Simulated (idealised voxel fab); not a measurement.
Herein follows the process module entitled voxel fin reveal.
The width of the displayed cross-section, cut, is 295 nm; its cells are square, with a size of 5 nm.
Cross-sections here: square-cell grids, written as top-down lists of bands, a band being one or more rows of cells.
Quick guide to a band line: top height, bottom height (nm) up front; then every material left to right with its width in nm. Only one material and it's marked "full width"? Then it fills the band edge to edge. And "blank" just means empty space.
A quick word on heights: they are counted from 0, and under that level the wafer as it came to us is one material throughout. The lowest band is different from the rest in having no bottom; it simply continues downward, written as in "top 0, no bottom".
When a width is written as two numbers, as in "30..40", the first number is the width in the top row of cells of the band and the second is the width in its bottom row, and the width changes by the same amount from each row to the next.
Where the words "changes: none" appear for a step, the cross-section shows no cell changed by that step; every cell remained as before.
The label "Cavities, sealed" introduces a list of the empty spaces, 8 cells or larger, that have no open way up to the top; each entry in it reads width x height at distance, where the distance is taken from the left edge and all three are stated in nm.
after a step's settings: what the simulator itself notes on the step
overlay nm: where the mask lay relative to plan, measured to the right, on steps with a mask; negatives go left.
Structure of the following material. The material consists of pairs of cross-sections. Each pair comprises the cross-section before one process step and the cross-section after that step, the latter shown only down to the lowest band that changed. The step between the cross-sections is specified beneath each pair, including its settings. Pairs are not necessarily consecutive: they may derive from different runs of this module performed on the same starting wafer. Continuity with the pair above is to be assumed only where the entry headed "State before step" of the pair in question states it.
State before step:
top 0, no bottom = Si full width
Cavities, sealed: none
Step Outcome:
top 10, bottom 0 = SiN full width
Below 0 it's all the same as before, nothing changed down there.
Cavities, sealed: none
Link between the two cross-sections above: CONFORMAL_DEP [material SiN] [thk nm 10]
State before step: this step begins from the cross-section that the pair just above shows after its step.
Step Outcome:
top 20, bottom 10 = aC full width
Below 10 it's all the same as before, nothing changed down there.
Cavities, sealed: none
Link between the two cross-sections above: DIRECTIONAL_DEP [material aC] [thk nm 10]
State before step: this step begins from the cross-section that the pair just above shows after its step.
Step Outcome:
top 50, bottom 20 = blank=70; resist=15; blank=30; resist=15; blank=30; resist=15; blank=30; resist=15; blank=75
Below 20 it's all the same as before, nothing changed down there.
Cavities, sealed: none
Link between the two cross-sections above: PATTERN [tone cover] [mask id FINS] [material resist] [width nm 15] [pitch nm 45] [thk nm 30] [overlay nm 0]
State before step: this step begins from the cross-section that the pair just above shows after its step.
Step Outcome:
top 40, bottom 20 = blank=70; resist=15; blank=30; resist=15; blank=30; resist=15; blank=30; resist=15; blank=75
top 20, bottom 10 = blank=70; aC=15; blank=30; aC=15; blank=30; aC=15; blank=30; aC=15; blank=75
Below 10 it's all the same as before, nothing changed down there.
Cavities, sealed: none
Link between the two cross-sections above: DIRECTIONAL_ETCH [etch materials aC] [depth nm 10]
State before step: this step begins from the cross-section that the pair just above shows after its step.
Step Outcome:
top 20, bottom 10 = blank=70; aC=15; blank=30; aC=15; blank=30; aC=15; blank=30; aC=15; blank=75
Below 10 it's all the same as before, nothing changed down there.
Cavities, sealed: none
Link between the two cross-sections above: STRIP [etch materials resist]
State before step: this step begins from the cross-section that the pair just above shows after its step.
Step Outcome:
top 20, bottom 10 = blank=70; aC=15; blank=30; aC=15; blank=30; aC=15; blank=30; aC=15; blank=75
top 10, bottom 0 = blank=70; SiN=15; blank=30; SiN=15; blank=30; SiN=15; blank=30; SiN=15; blank=75
Below 0 it's all the same as before, nothing changed down there.
Cavities, sealed: none
Link between the two cross-sections above: DIRECTIONAL_ETCH [etch materials SiN] [depth nm 10]
State before step: this step begins from the cross-section that the pair just above shows after its step.
Step Outcome:
top 20, bottom 10 = blank=70; aC=15; blank=30; aC=15; blank=30; aC=15; blank=30; aC=15; blank=75
top 10, bottom 0 = blank=70; SiN=15; blank=30; SiN=15; blank=30; SiN=15; blank=30; SiN=15; blank=75
top 0, bottom -40 = blank=70; Si=15; blank=30; Si=15; blank=30; Si=15; blank=30; Si=15; blank=75
Below -40 it's all the same as before, nothing changed down there.
Cavities, sealed: none
Link between the two cross-sections above: DIRECTIONAL_ETCH [etch materials Si] [depth nm 40]
State before step: this step begins from the cross-section that the pair just above shows after its step.
Step Outcome:
top 10, bottom 0 = blank=70; SiN=15; blank=30; SiN=15; blank=30; SiN=15; blank=30; SiN=15; blank=75
Below 0 it's all the same as before, nothing changed down there.
Cavities, sealed: none
Link between the two cross-sections above: STRIP [etch materials aC]
State before step: this step begins from the cross-section that the pair just above shows after its step.
Step Outcome:
top 15, bottom 10 = SiO2 full width
top 10, bottom 0 = SiO2=70; SiN=15; SiO2=30; SiN=15; SiO2=30; SiN=15; SiO2=30; SiN=15; SiO2=75
top 0, bottom -40 = SiO2=70; Si=15; SiO2=30; Si=15; SiO2=30; Si=15; SiO2=30; Si=15; SiO2=75
Below -40 it's all the same as before, nothing changed down there.
Cavities, sealed: none
Link between the two cross-sections above: FILL_DEP [material SiO2] [thk nm 5]
State before step: this step begins from the cross-section that the pair just above shows after its step.
Step Outcome:
top 10, bottom 0 = SiO2=70; SiN=15; SiO2=30; SiN=15; SiO2=30; SiN=15; SiO2=30; SiN=15; SiO2=75
Below 0 it's all the same as before, nothing changed down there.
Cavities, sealed: none
Link between the two cross-sections above: CMP [height nm 10]
State before step: this step begins from the cross-section that the pair just above shows after its step.
Step Outcome:
top 10, bottom 0 = blank=70; SiN=15; blank=30; SiN=15; blank=30; SiN=15; blank=30; SiN=15; blank=75
top 0, bottom -15 = blank=70; Si=15; blank=30; Si=15; blank=30; Si=15; blank=30; Si=15; blank=75
Below -15 it's all the same as before, nothing changed down there.
Cavities, sealed: none
Link between the two cross-sections above: SELECTIVE_ETCH [etch materials SiO2] [depth nm 25]
State before step: this step begins from the cross-section that the pair just above shows after its step.
Step Outcome:
top 0, bottom -15 = blank=70; Si=15; blank=30; Si=15; blank=30; Si=15; blank=30; Si=15; blank=75
Below -15 it's all the same as before, nothing changed down there.
Cavities, sealed: none
Link between the two cross-sections above: STRIP [etch materials SiN]
State before step:
top 20, bottom 10 = blank=70; aC=15; blank=30; aC=15; blank=30; aC=15; blank=30; aC=15; blank=75
top 10, bottom 0 = blank=70; SiN=15; blank=30; SiN=15; blank=30; SiN=15; blank=30; SiN=15; blank=75
top 0, bottom -40 = blank=70; Si=15; blank=30; Si=15; blank=30; Si=15; blank=30; Si=15; blank=75
top -40, no bottom = Si full width
Cavities, sealed: none
Step Outcome:
top 25, bottom 20 = SiO2 full width
top 20, bottom 10 = SiO2=70; aC=15; SiO2=30; aC=15; SiO2=30; aC=15; SiO2=30; aC=15; SiO2=75
top 10, bottom 0 = SiO2=70; SiN=15; SiO2=30; SiN=15; SiO2=30; SiN=15; SiO2=30; SiN=15; SiO2=75
top 0, bottom -40 = SiO2=70; Si=15; SiO2=30; Si=15; SiO2=30; Si=15; SiO2=30; Si=15; SiO2=75
Below -40 it's all the same as before, nothing changed down there.
Cavities, sealed: none
Link between the two cross-sections above: FILL_DEP [material SiO2] [thk nm 5]
State before step: this step begins from the cross-section that the pair just above shows after its step.
Step Outcome:
top 10, bottom 0 = SiO2=70; SiN=15; SiO2=30; SiN=15; SiO2=30; SiN=15; SiO2=30; SiN=15; SiO2=75
Below 0 it's all the same as before, nothing changed down there.
Cavities, sealed: none
Link between the two cross-sections above: CMP [height nm 10]
State before step:
top 20, bottom 10 = blank=70; aC=15; blank=30; aC=15; blank=30; aC=15; blank=30; aC=15; blank=75
top 10, bottom 0 = blank=70; SiN=15; blank=30; SiN=15; blank=30; SiN=15; blank=30; SiN=15; blank=75
top 0, bottom -40 = blank=70; Si=15; blank=30; Si=15; blank=30; Si=15; blank=30; Si=15; blank=75
top -40, no bottom = Si full width
Cavities, sealed: none
Step Outcome:
top 20, bottom 10 = blank=70; aC=15; blank=30; aC=15; blank=30; aC=15; blank=30; aC=15; blank=75
top 10, bottom 0 = blank=70; SiN=15; blank=30; SiN=15; blank=30; SiN=15; blank=30; SiN=15; blank=75
top 0, bottom -80 = blank=70; Si=15; blank=30; Si=15; blank=30; Si=15; blank=30; Si=15; blank=75
Below -80 it's all the same as before, nothing changed down there.
Cavities, sealed: none
Link between the two cross-sections above: DIRECTIONAL_ETCH [etch materials Si] [depth nm 40]
State before step: this step begins from the cross-section that the pair just above shows after its step.
Step Outcome:
top 10, bottom 0 = blank=70; SiN=15; blank=30; SiN=15; blank=30; SiN=15; blank=30; SiN=15; blank=75
Below 0 it's all the same as before, nothing changed down there.
Cavities, sealed: none
Link between the two cross-sections above: STRIP [etch materials aC]
State before step: this step begins from the cross-section that the pair just above shows after its step.
Step Outcome:
top 15, bottom 10 = SiO2 full width
top 10, bottom 0 = SiO2=70; SiN=15; SiO2=30; SiN=15; SiO2=30; SiN=15; SiO2=30; SiN=15; SiO2=75
top 0, bottom -80 = SiO2=70; Si=15; SiO2=30; Si=15; SiO2=30; Si=15; SiO2=30; Si=15; SiO2=75
Below -80 it's all the same as before, nothing changed down there.
Cavities, sealed: none
Link between the two cross-sections above: FILL_DEP [material SiO2] [thk nm 5]
State before step: this step begins from the cross-section that the pair just above shows after its step.
Step Outcome:
top 10, bottom 0 = SiO2=70; SiN=15; SiO2=30; SiN=15; SiO2=30; SiN=15; SiO2=30; SiN=15; SiO2=75
Below 0 it's all the same as before, nothing changed down there.
Cavities, sealed: none
Link between the two cross-sections above: CMP [height nm 10]
State before step: this step begins from the cross-section that the pair just above shows after its step.
Step Outcome:
top 10, bottom 0 = blank=70; SiN=15; blank=30; SiN=15; blank=30; SiN=15; blank=30; SiN=15; blank=75
top 0, bottom -15 = blank=70; Si=15; blank=30; Si=15; blank=30; Si=15; blank=30; Si=15; blank=75
Below -15 it's all the same as before, nothing changed down there.
Cavities, sealed: none
Link between the two cross-sections above: SELECTIVE_ETCH [etch materials SiO2] [depth nm 25]
State before step: this step begins from the cross-section that the pair just above shows after its step.
Step Outcome:
top 0, bottom -15 = blank=70; Si=15; blank=30; Si=15; blank=30; Si=15; blank=30; Si=15; blank=75
Below -15 it's all the same as before, nothing changed down there.
Cavities, sealed: none
Link between the two cross-sections above: STRIP [etch materials SiN]
State before step:
top 10, bottom 0 = SiO2=70; SiN=15; SiO2=30; SiN=15; SiO2=30; SiN=15; SiO2=30; SiN=15; SiO2=75
top 0, bottom -40 = SiO2=70; Si=15; SiO2=30; Si=15; SiO2=30; Si=15; SiO2=30; Si=15; SiO2=75
top -40, no bottom = Si full width
Cavities, sealed: none
Step Outcome:
top 10, bottom 0 = SiO2=70; blank=15; SiO2=30; blank=15; SiO2=30; blank=15; SiO2=30; blank=15; SiO2=75
Below 0 it's all the same as before, nothing changed down there.
Cavities, sealed: none
Link between the two cross-sections above: STRIP [etch materials SiN]
State before step: this step begins from the cross-section that the pair just above shows after its step.
Step Outcome:
top 0, bottom -15 = blank=70; Si=15; blank=30; Si=15; blank=30; Si=15; blank=30; Si=15; blank=75
top -15, bottom -25 = SiO2=45; blank=25; Si=15; blank=30; Si=15; blank=30; Si=15; blank=30; Si=15; blank=25; SiO2=50
Below -25 it's all the same as before, nothing changed down there.
Cavities, sealed: none
Link between the two cross-sections above: SELECTIVE_ETCH [etch materials SiO2] [depth nm 25]
State before step:
top 20, bottom 10 = blank=70; aC=15; blank=30; aC=15; blank=30; aC=15; blank=30; aC=15; blank=75
top 10, bottom 0 = blank=70; SiN=15; blank=30; SiN=15; blank=30; SiN=15; blank=30; SiN=15; blank=75
top 0, no bottom = Si full width
Cavities, sealed: none
Step Outcome:
top 20, bottom 10 = blank=70; aC=15; blank=30; aC=15; blank=30; aC=15; blank=30; aC=15; blank=75
top 10, bottom 0 = blank=70; SiN=15; blank=30; SiN=15; blank=30; SiN=15; blank=30; SiN=15; blank=75
top 0, bottom -45 = blank=70; Si=15; blank=30; Si=15; blank=30; Si=15; blank=30; Si=15; blank=75
Below -45 it's all the same as before, nothing changed down there.
Cavities, sealed: none
Link between the two cross-sections above: DIRECTIONAL_ETCH [etch materials Si] [depth nm 45]
State before step: this step begins from the cross-section that the pair just above shows after its step.
Step Outcome:
top 10, bottom 0 = blank=70; SiN=15; blank=30; SiN=15; blank=30; SiN=15; blank=30; SiN=15; blank=75
Below 0 it's all the same as before, nothing changed down there.
Cavities, sealed: none
Link between the two cross-sections above: STRIP [etch materials aC]
State before step: this step begins from the cross-section that the pair just above shows after its step.
Step Outcome:
top 15, bottom 10 = SiO2 full width
top 10, bottom 0 = SiO2=70; SiN=15; SiO2=30; SiN=15; SiO2=30; SiN=15; SiO2=30; SiN=15; SiO2=75
top 0, bottom -45 = SiO2=70; Si=15; SiO2=30; Si=15; SiO2=30; Si=15; SiO2=30; Si=15; SiO2=75
Below -45 it's all the same as before, nothing changed down there.
Cavities, sealed: none
Link between the two cross-sections above: FILL_DEP [material SiO2] [thk nm 5]
State before step: this step begins from the cross-section that the pair just above shows after its step.
Step Outcome:
top 10, bottom 0 = SiO2=70; SiN=15; SiO2=30; SiN=15; SiO2=30; SiN=15; SiO2=30; SiN=15; SiO2=75
Below 0 it's all the same as before, nothing changed down there.
Cavities, sealed: none
Link between the two cross-sections above: CMP [height nm 10]
State before step: this step begins from the cross-section that the pair just above shows after its step.
Step Outcome:
top 10, bottom 0 = blank=70; SiN=15; blank=30; SiN=15; blank=30; SiN=15; blank=30; SiN=15; blank=75
top 0, bottom -15 = blank=70; Si=15; blank=30; Si=15; blank=30; Si=15; blank=30; Si=15; blank=75
Below -15 it's all the same as before, nothing changed down there.
Cavities, sealed: none
Link between the two cross-sections above: SELECTIVE_ETCH [etch materials SiO2] [depth nm 25]
State before step: this step begins from the cross-section that the pair just above shows after its step.
Step Outcome:
top 0, bottom -15 = blank=70; Si=15; blank=30; Si=15; blank=30; Si=15; blank=30; Si=15; blank=75
Below -15 it's all the same as before, nothing changed down there.
Cavities, sealed: none
Link between the two cross-sections above: STRIP [etch materials SiN]
State before step:
top 20, bottom 10 = aC full width
top 10, bottom 0 = SiN full width
top 0, no bottom = Si full width
Cavities, sealed: none
Step Outcome:
top 50, bottom 20 = blank=70; resist=20; blank=25; resist=20; blank=25; resist=20; blank=25; resist=20; blank=70
Below 20 it's all the same as before, nothing changed down there.
Cavities, sealed: none
Link between the two cross-sections above: PATTERN [tone cover] [mask id FINS] [material resist] [width nm 20] [pitch nm 45] [thk nm 30] [overlay nm 0]
State before step: this step begins from the cross-section that the pair just above shows after its step.
Step Outcome:
top 40, bottom 20 = blank=70; resist=20; blank=25; resist=20; blank=25; resist=20; blank=25; resist=20; blank=70
top 20, bottom 10 = blank=70; aC=20; blank=25; aC=20; blank=25; aC=20; blank=25; aC=20; blank=70
Below 10 it's all the same as before, nothing changed down there.
Cavities, sealed: none
Link between the two cross-sections above: DIRECTIONAL_ETCH [etch materials aC] [depth nm 10]
State before step: this step begins from the cross-section that the pair just above shows after its step.
Step Outcome:
top 20, bottom 10 = blank=70; aC=20; blank=25; aC=20; blank=25; aC=20; blank=25; aC=20; blank=70
Below 10 it's all the same as before, nothing changed down there.
Cavities, sealed: none
Link between the two cross-sections above: STRIP [etch materials resist]
State before step: this step begins from the cross-section that the pair just above shows after its step.
Step Outcome:
top 20, bottom 10 = blank=70; aC=20; blank=25; aC=20; blank=25; aC=20; blank=25; aC=20; blank=70
top 10, bottom 0 = blank=70; SiN=20; blank=25; SiN=20; blank=25; SiN=20; blank=25; SiN=20; blank=70
Below 0 it's all the same as before, nothing changed down there.
Cavities, sealed: none
Link between the two cross-sections above: DIRECTIONAL_ETCH [etch materials SiN] [depth nm 10]
State before step: this step begins from the cross-section that the pair just above shows after its step.
Step Outcome:
top 20, bottom 10 = blank=70; aC=20; blank=25; aC=20; blank=25; aC=20; blank=25; aC=20; blank=70
top 10, bottom 0 = blank=70; SiN=20; blank=25; SiN=20; blank=25; SiN=20; blank=25; SiN=20; blank=70
top 0, bottom -40 = blank=70; Si=20; blank=25; Si=20; blank=25; Si=20; blank=25; Si=20; blank=70
Below -40 it's all the same as before, nothing changed down there.
Cavities, sealed: none
Link between the two cross-sections above: DIRECTIONAL_ETCH [etch materials Si] [depth nm 40]
State before step: this step begins from the cross-section that the pair just above shows after its step.
Step Outcome:
top 10, bottom 0 = blank=70; SiN=20; blank=25; SiN=20; blank=25; SiN=20; blank=25; SiN=20; blank=70
Below 0 it's all the same as before, nothing changed down there.
Cavities, sealed: none
Link between the two cross-sections above: STRIP [etch materials aC]
State before step: this step begins from the cross-section that the pair just above shows after its step.
Step Outcome:
top 15, bottom 10 = SiO2 full width
top 10, bottom 0 = SiO2=70; SiN=20; SiO2=25; SiN=20; SiO2=25; SiN=20; SiO2=25; SiN=20; SiO2=70
top 0, bottom -40 = SiO2=70; Si=20; SiO2=25; Si=20; SiO2=25; Si=20; SiO2=25; Si=20; SiO2=70
Below -40 it's all the same as before, nothing changed down there.
Cavities, sealed: none
Link between the two cross-sections above: FILL_DEP [material SiO2] [thk nm 5]
State before step: this step begins from the cross-section that the pair just above shows after its step.
Step Outcome:
top 10, bottom 0 = SiO2=70; SiN=20; SiO2=25; SiN=20; SiO2=25; SiN=20; SiO2=25; SiN=20; SiO2=70
Below 0 it's all the same as before, nothing changed down there.
Cavities, sealed: none
Link between the two cross-sections above: CMP [height nm 10]
State before step: this step begins from the cross-section that the pair just above shows after its step.
Step Outcome:
top 10, bottom 0 = blank=70; SiN=20; blank=25; SiN=20; blank=25; SiN=20; blank=25; SiN=20; blank=70
top 0, bottom -15 = blank=70; Si=20; blank=25; Si=20; blank=25; Si=20; blank=25; Si=20; blank=70
Below -15 it's all the same as before, nothing changed down there.
Cavities, sealed: none
Link between the two cross-sections above: SELECTIVE_ETCH [etch materials SiO2] [depth nm 25]
State before step: this step begins from the cross-section that the pair just above shows after its step.
Step Outcome:
top 0, bottom -15 = blank=70; Si=20; blank=25; Si=20; blank=25; Si=20; blank=25; Si=20; blank=70
Below -15 it's all the same as before, nothing changed down there.
Cavities, sealed: none
Link between the two cross-sections above: STRIP [etch materials SiN]
State before step:
top 20, bottom 10 = aC full width
top 10, bottom 0 = SiN full width
top 0, no bottom = Si full width
Cavities, sealed: none
Step Outcome:
top 50, bottom 20 = blank=80; resist=15; blank=30; resist=15; blank=30; resist=15; blank=30; resist=15; blank=65
Below 20 it's all the same as before, nothing changed down there.
Cavities, sealed: none
Link between the two cross-sections above: PATTERN [tone cover] [mask id FINS] [material resist] [width nm 15] [pitch nm 45] [thk nm 30] [overlay nm 10]
State before step: this step begins from the cross-section that the pair just above shows after its step.
Step Outcome:
top 40, bottom 20 = blank=80; resist=15; blank=30; resist=15; blank=30; resist=15; blank=30; resist=15; blank=65
top 20, bottom 10 = blank=80; aC=15; blank=30; aC=15; blank=30; aC=15; blank=30; aC=15; blank=65
Below 10 it's all the same as before, nothing changed down there.
Cavities, sealed: none
Link between the two cross-sections above: DIRECTIONAL_ETCH [etch materials aC] [depth nm 10]
State before step: this step begins from the cross-section that the pair just above shows after its step.
Step Outcome:
top 20, bottom 10 = blank=80; aC=15; blank=30; aC=15; blank=30; aC=15; blank=30; aC=15; blank=65
Below 10 it's all the same as before, nothing changed down there.
Cavities, sealed: none
Link between the two cross-sections above: STRIP [etch materials resist]
State before step: this step begins from the cross-section that the pair just above shows after its step.
Step Outcome:
top 20, bottom 10 = blank=80; aC=15; blank=30; aC=15; blank=30; aC=15; blank=30; aC=15; blank=65
top 10, bottom 0 = blank=80; SiN=15; blank=30; SiN=15; blank=30; SiN=15; blank=30; SiN=15; blank=65
Below 0 it's all the same as before, nothing changed down there.
Cavities, sealed: none
Link between the two cross-sections above: DIRECTIONAL_ETCH [etch materials SiN] [depth nm 10]
State before step: this step begins from the cross-section that the pair just above shows after its step.
Step Outcome:
top 20, bottom 10 = blank=80; aC=15; blank=30; aC=15; blank=30; aC=15; blank=30; aC=15; blank=65
top 10, bottom 0 = blank=80; SiN=15; blank=30; SiN=15; blank=30; SiN=15; blank=30; SiN=15; blank=65
top 0, bottom -40 = blank=80; Si=15; blank=30; Si=15; blank=30; Si=15; blank=30; Si=15; blank=65
Below -40 it's all the same as before, nothing changed down there.
Cavities, sealed: none
Link between the two cross-sections above: DIRECTIONAL_ETCH [etch materials Si] [depth nm 40]
State before step: this step begins from the cross-section that the pair just above shows after its step.
Step Outcome:
top 10, bottom 0 = blank=80; SiN=15; blank=30; SiN=15; blank=30; SiN=15; blank=30; SiN=15; blank=65
Below 0 it's all the same as before, nothing changed down there.
Cavities, sealed: none
Link between the two cross-sections above: STRIP [etch materials aC]
State before step: this step begins from the cross-section that the pair just above shows after its step.
Step Outcome:
top 15, bottom 10 = SiO2 full width
top 10, bottom 0 = SiO2=80; SiN=15; SiO2=30; SiN=15; SiO2=30; SiN=15; SiO2=30; SiN=15; SiO2=65
top 0, bottom -40 = SiO2=80; Si=15; SiO2=30; Si=15; SiO2=30; Si=15; SiO2=30; Si=15; SiO2=65
Below -40 it's all the same as before, nothing changed down there.
Cavities, sealed: none
Link between the two cross-sections above: FILL_DEP [material SiO2] [thk nm 5]
State before step: this step begins from the cross-section that the pair just above shows after its step.
Step Outcome:
top 10, bottom 0 = SiO2=80; SiN=15; SiO2=30; SiN=15; SiO2=30; SiN=15; SiO2=30; SiN=15; SiO2=65
Below 0 it's all the same as before, nothing changed down there.
Cavities, sealed: none
Link between the two cross-sections above: CMP [height nm 10]
State before step: this step begins from the cross-section that the pair just above shows after its step.
Step Outcome:
top 10, bottom 0 = blank=80; SiN=15; blank=30; SiN=15; blank=30; SiN=15; blank=30; SiN=15; blank=65
top 0, bottom -15 = blank=80; Si=15; blank=30; Si=15; blank=30; Si=15; blank=30; Si=15; blank=65
Below -15 it's all the same as before, nothing changed down there.
Cavities, sealed: none
Link between the two cross-sections above: SELECTIVE_ETCH [etch materials SiO2] [depth nm 25]
State before step: this step begins from the cross-section that the pair just above shows after its step.
Step Outcome:
top 0, bottom -15 = blank=80; Si=15; blank=30; Si=15; blank=30; Si=15; blank=30; Si=15; blank=65
Below -15 it's all the same as before, nothing changed down there.
Cavities, sealed: none
Link between the two cross-sections above: STRIP [etch materials SiN]
State before step:
top 10, bottom 0 = blank=70; SiN=15; blank=30; SiN=15; blank=30; SiN=15; blank=30; SiN=15; blank=75
top 0, bottom -15 = blank=70; Si=15; blank=30; Si=15; blank=30; Si=15; blank=30; Si=15; blank=75
top -15, bottom -40 = SiO2=70; Si=15; SiO2=30; Si=15; SiO2=30; Si=15; SiO2=30; Si=15; SiO2=75
top -40, no bottom = Si full width
Cavities, sealed: none
Step Outcome:
top 10, bottom 0 = blank=70; SiN=15; blank=30; SiN=15; blank=30; SiN=15; blank=30; SiN=15; blank=75
top 0, bottom -40 = blank=70; Si=15; blank=30; Si=15; blank=30; Si=15; blank=30; Si=15; blank=75
Below -40 it's all the same as before, nothing changed down there.
Cavities, sealed: none
Link between the two cross-sections above: STRIP [etch materials SiO2]
State before step:
top 20, bottom 10 = aC full width
top 10, bottom 0 = SiN full width
top 0, no bottom = Si full width
Cavities, sealed: none
Step Outcome:
top 50, bottom 20 = resist=70; blank=15; resist=30; blank=15; resist=30; blank=15; resist=30; blank=15; resist=75
Below 20 it's all the same as before, nothing changed down there.
Cavities, sealed: none
Link between the two cross-sections above: PATTERN [tone open] [mask id FINS] [material resist] [width nm 15] [pitch nm 45] [thk nm 30] [overlay nm 0]
State before step: this step begins from the cross-section that the pair just above shows after its step.
Step Outcome:
top 40, bottom 20 = resist=70; blank=15; resist=30; blank=15; resist=30; blank=15; resist=30; blank=15; resist=75
top 20, bottom 10 = aC=70; blank=15; aC=30; blank=15; aC=30; blank=15; aC=30; blank=15; aC=75
Below 10 it's all the same as before, nothing changed down there.
Cavities, sealed: none
Link between the two cross-sections above: DIRECTIONAL_ETCH [etch materials aC] [depth nm 10]
State before step: this step begins from the cross-section that the pair just above shows after its step.
Step Outcome:
top 20, bottom 10 = aC=70; blank=15; aC=30; blank=15; aC=30; blank=15; aC=30; blank=15; aC=75
Below 10 it's all the same as before, nothing changed down there.
Cavities, sealed: none
Link between the two cross-sections above: STRIP [etch materials resist]
State before step: this step begins from the cross-section that the pair just above shows after its step.
Step Outcome:
top 20, bottom 10 = aC=70; blank=15; aC=30; blank=15; aC=30; blank=15; aC=30; blank=15; aC=75
top 10, bottom 0 = SiN=70; blank=15; SiN=30; blank=15; SiN=30; blank=15; SiN=30; blank=15; SiN=75
Below 0 it's all the same as before, nothing changed down there.
Cavities, sealed: none
Link between the two cross-sections above: DIRECTIONAL_ETCH [etch materials SiN] [depth nm 10]
State before step: this step begins from the cross-section that the pair just above shows after its step.
Step Outcome:
top 20, bottom 10 = aC=70; blank=15; aC=30; blank=15; aC=30; blank=15; aC=30; blank=15; aC=75
top 10, bottom 0 = SiN=70; blank=15; SiN=30; blank=15; SiN=30; blank=15; SiN=30; blank=15; SiN=75
top 0, bottom -40 = Si=70; blank=15; Si=30; blank=15; Si=30; blank=15; Si=30; blank=15; Si=75
Below -40 it's all the same as before, nothing changed down there.
Cavities, sealed: none
Link between the two cross-sections above: DIRECTIONAL_ETCH [etch materials Si] [depth nm 40]
State before step: this step begins from the cross-section that the pair just above shows after its step.
Step Outcome:
top 10, bottom 0 = SiN=70; blank=15; SiN=30; blank=15; SiN=30; blank=15; SiN=30; blank=15; SiN=75
Below 0 it's all the same as before, nothing changed down there.
Cavities, sealed: none
Link between the two cross-sections above: STRIP [etch materials aC]
State before step: this step begins from the cross-section that the pair just above shows after its step.
Step Outcome:
top 15, bottom 10 = SiO2 full width
top 10, bottom 0 = SiN=70; SiO2=15; SiN=30; SiO2=15; SiN=30; SiO2=15; SiN=30; SiO2=15; SiN=75
top 0, bottom -40 = Si=70; SiO2=15; Si=30; SiO2=15; Si=30; SiO2=15; Si=30; SiO2=15; Si=75
Below -40 it's all the same as before, nothing changed down there.
Cavities, sealed: none
Link between the two cross-sections above: FILL_DEP [material SiO2] [thk nm 5]
State before step: this step begins from the cross-section that the pair just above shows after its step.
Step Outcome:
top 10, bottom 0 = SiN=70; SiO2=15; SiN=30; SiO2=15; SiN=30; SiO2=15; SiN=30; SiO2=15; SiN=75
Below 0 it's all the same as before, nothing changed down there.
Cavities, sealed: none
Link between the two cross-sections above: CMP [height nm 10]
State before step: this step begins from the cross-section that the pair just above shows after its step.
Step Outcome:
top 10, bottom 0 = SiN=70; blank=15; SiN=30; blank=15; SiN=30; blank=15; SiN=30; blank=15; SiN=75
top 0, bottom -15 = Si=70; blank=15; Si=30; blank=15; Si=30; blank=15; Si=30; blank=15; Si=75
Below -15 it's all the same as before, nothing changed down there.
Cavities, sealed: none
Link between the two cross-sections above: SELECTIVE_ETCH [etch materials SiO2] [depth nm 25]
State before step: this step begins from the cross-section that the pair just above shows after its step.
Step Outcome:
top 0, bottom -15 = Si=70; blank=15; Si=30; blank=15; Si=30; blank=15; Si=30; blank=15; Si=75
Below -15 it's all the same as before, nothing changed down there.
Cavities, sealed: none
Link between the two cross-sections above: STRIP [etch materials SiN]
